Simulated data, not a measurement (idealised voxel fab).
The following process module bears the name voxel ribs on slabs.
Displayed cross-section: cut, width of 200 nm, square cells sized 5 nm.
Throughout this document, each cross-section is represented as a grid of square cells and is presented as a sequence of bands enumerated from the top downward, where a band comprises one or more rows of cells.
First you get the band's top height and its bottom height, in nm, and then the materials it's made of, left to right, with each width in nm. If you see a single material with "edge to edge", that one covers the band edge to edge. "air" is empty space.
Beneath 0, the wafer as received is one material, and that level is where height counting begins. The lowest band goes on downward without a bottom; it is written like "z 0 and below".
Think of "30..40" as a width that walks from the first number to the second as you go down the band, top row to bottom row, taking equal-sized steps from row to row.
Any step labelled "nothing altered" changed none of the cells in the cross-section.
"Sealed void listing" - sealed voids, min. 8 cells, no opening to top; format: width x height at distance (distance from left edge; nm throughout).
Step line, after settings: the simulator's comment on this step.
What "overlay nm" on a step's line means: if the step has a mask, that mask lay this far to the right of its planned place, or, when the value is negative, to the left.

**Process steps (planned)**
| 1 | op RECEIVE | material Si |
| 2 | op DIRECTIONAL_DEP | material SiO2 | thk nm 25 |
| 3 | op DIRECTIONAL_DEP | material SiN | thk nm 20 |
| 4 | op DIRECTIONAL_DEP | material aC | thk nm 10 |
| 5 | op PATTERN | tone cover | mask id RIB | material resist | width nm 20 | thk nm 30 | overlay nm 0 |
| 6 | op DIRECTIONAL_ETCH | etch materials aC | depth nm 10 |
| 7 | op STRIP | etch materials resist |
| 8 | op DIRECTIONAL_ETCH | etch materials SiN | depth nm 10 |
| 9 | op STRIP | etch materials aC |
| 10 | op PATTERN | tone cover | mask id SLAB | material resist | width nm 70 | thk nm 15 | overlay nm 0 |
| 11 | op DIRECTIONAL_ETCH | etch materials SiN | depth nm 10 |
| 12 | op STRIP | etch materials resist |
| 13 | op FILL_DEP | material SiO2 | thk nm 25 |
| 14 | op CMP | height nm 65 |
| 15 | op DIRECTIONAL_DEP | material W | thk nm 10 |
| 16 | op PATTERN | tone cover | mask id HEATER | material resist | width nm 30 | thk nm 20 | overlay nm 0 |
| 17 | op DIRECTIONAL_ETCH | etch materials W | depth nm 10 |
| 18 | op STRIP | etch materials resist |
| 19 | op CONFORMAL_DEP | material SiN | thk nm 5 |
The value of width nm given for step 10 in the plan refers to the first wafer; the wafers vary in this setting and are alike at the start.

**As-received state after step 1, first of several wafers, cross-section**
* z 0 and below: Si edge to edge
* Sealed void listing: none

**Once step 19, the last step, is complete, the module is at its end; this is the cross-section of the first of several wafers**
* z 80 to 75: air (80) / SiN (40) / air (80)
* z 75 to 70: air (80) / SiN (5) / W (30) / SiN (5) / air (80)
* z 70 to 65: SiN (85) / W (30) / SiN (85)
* z 65 to 45: SiO2 edge to edge
* z 45 to 35: SiO2 (90) / SiN (20) / SiO2 (90)
* z 35 to 25: SiO2 (65) / SiN (70) / SiO2 (65)
* z 25 to 0: SiO2 edge to edge
* z 0 and below: Si edge to edge
* Sealed void listing: none

**A cross-section through the last wafer at the close of the module**
* z 80 to 75: air (80) / SiN (40) / air (80)
* z 75 to 70: air (80) / SiN (5) / W (30) / SiN (5) / air (80)
* z 70 to 65: SiN (85) / W (30) / SiN (85)
* z 65 to 45: SiO2 edge to edge
* z 45 to 35: SiO2 (90) / SiN (20) / SiO2 (90)
* z 35 to 25: SiO2 (55) / SiN (95) / SiO2 (50)
* z 25 to 0: SiO2 edge to edge
* z 0 and below: Si edge to edge
* Sealed void listing: none

**Every row in this table is a wafer at the end of the module, and it gives, for each of the materials, the cells that wafer has gained (+) or lost (-) since it was received, then its closed voids**
width nm 70, +80 SiN, +484 SiO2, +12 W, Sealed void listing: none
width nm 75, +82 SiN, +482 SiO2, +12 W, Sealed void listing: none
width nm 80, +84 SiN, +480 SiO2, +12 W, Sealed void listing: none
width nm 85, +86 SiN, +478 SiO2, +12 W, Sealed void listing: none
width nm 90, +88 SiN, +476 SiO2, +12 W, Sealed void listing: none
width nm 95, +90 SiN, +474 SiO2, +12 W, Sealed void listing: none
